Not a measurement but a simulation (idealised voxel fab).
Title: Process Module voxel local oxidation
Cross-section cut: width 245 nm, square cells of 5 nm.
When this document writes out a cross-section, it uses a grid of square cells and lists it as bands, beginning at the top and moving down, with a band standing for one or more rows of cells. Per band: top height and bottom height in nm, followed by the left-to-right materials and their widths in nm; "edge to edge" marks a single material spanning edge to edge, "air" marks empty space. Ref level 0: as-received wafer is one material below here. Bottom band extends down with no lower bound ("from 0 down"). Width: "30 to 40" (first number = top row, second number = bottom row, same change from row to row of cells). Key: "nothing was modified" - step with no changed cell in the cross-section. Any empty space of 8 cells or more lacking an open way to the top shows up in "Closed cavity list" as width x height at distance, distance from the left edge, in nm. What comes after the settings on a step's line is commentary from the simulator itself on that step. The line of a step may include "overlay nm". On a step with a mask, this value is how far to the right of its planned place the mask lay. A negative value means the mask lay to the left.

[This section lists the process steps that were planned]
| 1 | RECEIVE | material Si |
| 2 | OXIDIZE | depth nm 5 |
| 3 | CONFORMAL_DEP | material SiN | thk nm 15 |
| 4 | DIRECTIONAL_DEP | material aC | thk nm 15 |
| 5 | PATTERN | tone cover | mask id ACTIVE | material resist | width nm 95 | thk nm 30 | overlay nm 0 |
| 6 | DIRECTIONAL_ETCH | etch materials aC | depth nm 15 |
| 7 | STRIP | etch materials resist |
| 8 | DIRECTIONAL_ETCH | etch materials SiN | depth nm 15 |
| 9 | STRIP | etch materials aC |
| 10 | SELECTIVE_ETCH | etch materials SiO2 | depth nm 5 |
| 11 | OXIDIZE | depth nm 15 |
| 12 | STRIP | etch materials SiN |
It is noted that the wafers described herein are identical at the outset and are distinguished by the width nm of step 5; the value stated in the plan corresponds to the first wafer.

[Cut through the first of several wafers as received, post step 1]
* from 0 down  Si edge to edge
* Closed cavity list: none

[End of the module, past its last step, step 12: how the first of several wafers looks in cross-section]
* from 0 to -5  air (80), then SiO2 (85), then air (80)
* from -5 to -20  SiO2 (95), then Si (55), then SiO2 (95)
* from -20 down  Si edge to edge
* Closed cavity list: none

[End of module: cross-section, last of several wafers]
* from 0 to -5  air (70), then SiO2 (110), then air (65)
* from -5 to -20  SiO2 (85), then Si (80), then SiO2 (80)
* from -20 down  Si edge to edge
* Closed cavity list: none

[Row per wafer, end-of-module: cell gain (+)/loss (-) by material since the wafer came in, then closed voids]
width nm 95, -163 Si, +131 SiO2, Closed cavity list: none
width nm 100, -160 Si, +129 SiO2, Closed cavity list: none
width nm 105, -157 Si, +127 SiO2, Closed cavity list: none
width nm 110, -154 Si, +125 SiO2, Closed cavity list: none
width nm 115, -151 Si, +123 SiO2, Closed cavity list: none
width nm 120, -148 Si, +121 SiO2, Closed cavity list: none
